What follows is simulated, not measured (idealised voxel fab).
process module | voxel local oxidation
cross-section cut | 250 nm wide | cells 5 nm
A cross-section is a grid of square cells, given in bands from the top down. A band is one or more rows of cells.
Each band's line starts with the height of the band's top and of its bottom, in nm. Then come its materials from left to right, each with its width in nm. One material with "throughout" fills the band from edge to edge. "air" is empty space.
Height 0 is the level under which the wafer as received is all one material. The lowest band goes on downwards, as in "0 down".
A width such as "30 to 40" changes by the same amount from each row of cells to the next, from the band's top row to its bottom row.
"no change" after a step means that no cell of the cross-section changed.
closed voids: empty space of 8 cells or more with no open way to the top, each as width x height at its distance from the left edge, in nm
after a step's settings: what the simulator itself notes on the step
overlay nm, on a step with a mask: how far to the right of its planned place the mask lay; to the left if negative
plan
1 op RECEIVE | material Si
2 op CONFORMAL_DEP | material SiO2 | thk nm 5
3 op CONFORMAL_DEP | material SiN | thk nm 15
4 op PATTERN | tone cover | mask id ACTIVE | material resist | width nm 130 | thk nm 15 | overlay nm 0
5 op DIRECTIONAL_ETCH | etch materials SiN | depth nm 15
6 op STRIP | etch materials resist
7 op SELECTIVE_ETCH | etch materials SiO2 | depth nm 5
8 op OXIDIZE | depth nm 15
9 op STRIP | etch materials SiN
first wafer, as planned
as received, after step 1
  0 down: Si throughout
  closed voids: none
after step 2
  5 to 0: SiO2 throughout
  below 0: unchanged
after step 3
  20 to 5: SiN throughout
  below 5: unchanged
after step 4
  35 to 20: air 60 | resist 130 | air 60
  below 20: unchanged
after step 5
  35 to 20: air 60 | resist 130 | air 60
  20 to 5: air 60 | SiN 130 | air 60
  below 5: unchanged
after step 6
  20 to 5: air 60 | SiN 130 | air 60
  below 5: unchanged
after step 7
  20 to 5: air 60 | SiN 130 | air 60
  5 to 0: air 65 | SiO2 120 | air 65
  below 0: unchanged
after step 8
  20 to 5: air 60 | SiN 130 | air 60
  5 to 0: air 65 | SiO2 120 | air 65
  0 to -15: SiO2 80 | Si 90 | SiO2 80
  below -15: unchanged
after step 9
  5 to 0: air 65 | SiO2 120 | air 65
  below 0: unchanged
second wafer: like start, like plan, one mistake. Through step 8 it matches the first wafer
when step 9 should have ended
  0 to -15: air 80 | Si 90 | air 80
  below -15: unchanged
what went wrong: step 9 ran as: op STRIP | etch materials SiO2
at the end the second wafer has, in cells: 120 fewer of SiO2
